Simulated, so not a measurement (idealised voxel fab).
The following is a process module called voxel plated lines.
For reference, the cross-section in this document is cut, with width 285 nm and square cells of 5 nm.
A cross-section is a grid of square cells, given in bands from the top down. A band is one or more rows of cells. This entry defines a band. It first specifies the height of the band's top and the height of its bottom in nm, and then specifies the band's materials from left to right, stating each material with its width in nm. The word "everywhere" identifies a single material that fills the band from edge to edge, while the word "empty" identifies empty space. Beneath 0, the wafer as received is one material, and that level is where height counting begins. The lowest band goes on downward without a bottom; it is written like "z 0 and below". The two numbers in a width such as "30..40" mark its ends across the band: the first belongs to the top row of cells, the second to the bottom row, and from each row to the next the width moves by the same amount. The cross-section has no changed cell in any step marked "same as before". "Trapped voids" enumerates empty spaces isolated from the top, with no open way to it, that contain at least 8 cells, giving each as width x height at distance from the left edge, all three in nm. Post-settings text on a step line: simulator's own remark regarding the step. When a step includes a mask, the "overlay nm" setting on its line states how far to the right of its planned place that mask lay, and negative values state how far to the left.

### Planned step list for the process
1,RECEIVE | material Si
2,CONFORMAL_DEP | material SiN | thk nm 10
3,DIRECTIONAL_DEP | material TiN | thk nm 5
4,PATTERN | tone open | mask id LINES | material resist | width nm 20 | pitch nm 40 | thk nm 15 | overlay nm 0
5,EPI | material Ru | thk nm 10
6,STRIP | etch materials resist
7,DIRECTIONAL_ETCH | etch materials TiN | depth nm 5
8,CONFORMAL_DEP | material SiN | thk nm 10

### First of two wafers: run as planned

### Wafer as received: cross-section following step 1
	z 0 and below: Si everywhere
	Trapped voids: none

### Sectional view: wafer, after step 2
	z 10 to 0: SiN everywhere
	Below 0 it's all the same as before, nothing changed down there.

### Sectional view: wafer, after step 3
	z 15 to 10: TiN everywhere
	Below 10 it's all the same as before, nothing changed down there.

### Sectional view: wafer, after step 4
	z 30 to 15: 110 nm resist  20 nm empty  20 nm resist  20 nm empty  115 nm resist
	Below 15 it's all the same as before, nothing changed down there.

### Sectional view: wafer, after step 5
	z 30 to 25: 110 nm resist  20 nm empty  20 nm resist  20 nm empty  115 nm resist
	z 25 to 15: 110 nm resist  20 nm Ru  20 nm resist  20 nm Ru  115 nm resist
	Below 15 it's all the same as before, nothing changed down there.

### Sectional view: wafer, after step 6
	z 25 to 15: 110 nm empty  20 nm Ru  20 nm empty  20 nm Ru  115 nm empty
	Below 15 it's all the same as before, nothing changed down there.

### Sectional view: wafer, after step 7
	z 25 to 15: 110 nm empty  20 nm Ru  20 nm empty  20 nm Ru  115 nm empty
	z 15 to 10: 110 nm empty  20 nm TiN  20 nm empty  20 nm TiN  115 nm empty
	Below 10 it's all the same as before, nothing changed down there.

### Sectional view: wafer, after step 8
	z 35 to 25: 100 nm empty  80 nm SiN  105 nm empty
	z 25 to 20: 100 nm empty  10 nm SiN  20 nm Ru  20 nm SiN  20 nm Ru  10 nm SiN  105 nm empty
	z 20 to 15: 110 nm SiN  20 nm Ru  20 nm SiN  20 nm Ru  115 nm SiN
	z 15 to 10: 110 nm SiN  20 nm TiN  20 nm SiN  20 nm TiN  115 nm SiN
	Below 10 it's all the same as before, nothing changed down there.

### Second wafer: same start and same plan as the first, one execution error; identical to the first through step 7

### Cross-section of the second wafer corresponding to the planned conclusion of step 8
	z 40 to 25: 95 nm empty  90 nm SiN  100 nm empty
	z 25 to 15: 110 nm SiN  20 nm Ru  20 nm SiN  20 nm Ru  115 nm SiN
	z 15 to 10: 110 nm SiN  20 nm TiN  20 nm SiN  20 nm TiN  115 nm SiN
	Below 10 it's all the same as before, nothing changed down there.
Processing error: step 8 was run on a setting that differed from the plan, and what really ran there is CONFORMAL_DEP | material SiN | thk nm 15
It is noted that, at the conclusion of processing, the second wafer exhibits a higher or lower cell count for certain materials relative to the first: +63 SiN
